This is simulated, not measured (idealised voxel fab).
Module name: voxel spacer lines (process module)
This is section cut - it's 180 nm across, gridded in 5 nm square cells.
Cross-sections here: square-cell grids, written as top-down lists of bands, a band being one or more rows of cells.
Quick guide to a band line: top height, bottom height (nm) up front; then every material left to right with its width in nm. Only one material and it's marked "edge to edge"? Then it fills the band edge to edge. And "air" just means empty space.
For the purposes of this specification, 0 denotes the height below which the wafer in its as-received condition is composed wholly of one material, and the lowermost band, lacking a lower limit, extends downward without end, as expressed in "0 -> down".
Per-row width for "30->40": begins at first number (top row of band), ends at second number (bottom row), increment between rows held constant.
Take "nothing got changed" at face value: in the step it is given for, the cross-section changed in none of its cells.
Enclosed voids (no open way to top), threshold 8 cells or more, entry "Sealed void list", notation width x height at distance, distance from left edge, nm.
Text after the settings on a step's line: the simulator's own remark on that step.
The line of a step may include "overlay nm". On a step with a mask, this value is how far to the right of its planned place the mask lay. A negative value means the mask lay to the left.
## This section lists the process steps that were planned
step 1: RECEIVE | material Si
step 2: CONFORMAL_DEP | material Al2O3 | thk nm 5
step 3: DIRECTIONAL_DEP | material polySi | thk nm 15
step 4: DIRECTIONAL_DEP | material aC | thk nm 20
step 5: PATTERN | tone cover | mask id MANDREL | material resist | width nm 20 | pitch nm 60 | thk nm 25 | overlay nm 0
step 6: DIRECTIONAL_ETCH | etch materials aC | depth nm 20
step 7: STRIP | etch materials resist
step 8: CONFORMAL_DEP | material SiO2 | thk nm 10
step 9: DIRECTIONAL_ETCH | etch materials SiO2 | depth nm 10
step 10: STRIP | etch materials aC
step 11: DIRECTIONAL_ETCH | etch materials polySi | depth nm 15
step 12: STRIP | etch materials SiO2
## First wafer of two (run as planned)
## Cross-section of the wafer upon arrival, representing the state reached after step 1
0 -> down = Si edge to edge
Sealed void list: none
## Cross-section of the wafer subsequent to step 2
5 -> 0 = Al2O3 edge to edge
Under 0: no change, same as before.
## Cross-section of the wafer subsequent to step 3
20 -> 5 = polySi edge to edge
Under 5: no change, same as before.
## Cross-section of the wafer subsequent to step 4
40 -> 20 = aC edge to edge
Under 20: no change, same as before.
## Cross-section of the wafer subsequent to step 5
65 -> 40 = 50 nm air / 20 nm resist / 40 nm air / 20 nm resist / 50 nm air
Under 40: no change, same as before.
## Cross-section of the wafer subsequent to step 6
45 -> 40 = 50 nm air / 20 nm resist / 40 nm air / 20 nm resist / 50 nm air
40 -> 20 = 50 nm air / 20 nm aC / 40 nm air / 20 nm aC / 50 nm air
Under 20: no change, same as before.
## Cross-section of the wafer subsequent to step 7
40 -> 20 = 50 nm air / 20 nm aC / 40 nm air / 20 nm aC / 50 nm air
Under 20: no change, same as before.
## Cross-section of the wafer subsequent to step 8
50 -> 40 = 40 nm air / 40 nm SiO2 / 20 nm air / 40 nm SiO2 / 40 nm air
40 -> 30 = 40 nm air / 10 nm SiO2 / 20 nm aC / 10 nm SiO2 / 20 nm air / 10 nm SiO2 / 20 nm aC / 10 nm SiO2 / 40 nm air
30 -> 20 = 50 nm SiO2 / 20 nm aC / 40 nm SiO2 / 20 nm aC / 50 nm SiO2
Under 20: no change, same as before.
## Cross-section of the wafer subsequent to step 9
40 -> 20 = 40 nm air / 10 nm SiO2 / 20 nm aC / 10 nm SiO2 / 20 nm air / 10 nm SiO2 / 20 nm aC / 10 nm SiO2 / 40 nm air
Under 20: no change, same as before.
## Cross-section of the wafer subsequent to step 10
40 -> 20 = 40 nm air / 10 nm SiO2 / 20 nm air / 10 nm SiO2 / 20 nm air / 10 nm SiO2 / 20 nm air / 10 nm SiO2 / 40 nm air
Under 20: no change, same as before.
## Cross-section of the wafer subsequent to step 11
40 -> 20 = 40 nm air / 10 nm SiO2 / 20 nm air / 10 nm SiO2 / 20 nm air / 10 nm SiO2 / 20 nm air / 10 nm SiO2 / 40 nm air
20 -> 5 = 40 nm air / 10 nm polySi / 20 nm air / 10 nm polySi / 20 nm air / 10 nm polySi / 20 nm air / 10 nm polySi / 40 nm air
Under 5: no change, same as before.
## Cross-section of the wafer subsequent to step 12
20 -> 5 = 40 nm air / 10 nm polySi / 20 nm air / 10 nm polySi / 20 nm air / 10 nm polySi / 20 nm air / 10 nm polySi / 40 nm air
Under 5: no change, same as before.
## Now the other wafer: same start, same recipe, but we messed up one thing when running it. Up to and including step 7 it's the same as the first one
## Second wafer, cross-section, planned end of step 8
50 -> 40 = 40 nm air / 40 nm Al2O3 / 20 nm air / 40 nm Al2O3 / 40 nm air
40 -> 30 = 40 nm air / 10 nm Al2O3 / 20 nm aC / 10 nm Al2O3 / 20 nm air / 10 nm Al2O3 / 20 nm aC / 10 nm Al2O3 / 40 nm air
30 -> 20 = 50 nm Al2O3 / 20 nm aC / 40 nm Al2O3 / 20 nm aC / 50 nm Al2O3
Under 20: no change, same as before.
Second wafer, cross-section, planned end of step 9: nothing got changed
Second wafer, cross-section, planned end of step 10: nothing got changed
Second wafer, cross-section, planned end of step 11: nothing got changed
Second wafer, cross-section, planned end of step 12: nothing got changed
Diagnosis: step 8 deviated from plan and actually ran as CONFORMAL_DEP | material Al2O3 | thk nm 10
Upon completion, the second wafer contains, in terms of cells, a greater or smaller amount of certain materials than the first wafer: Al2O3: 104 more; aC: 32 more; polySi: 84 more
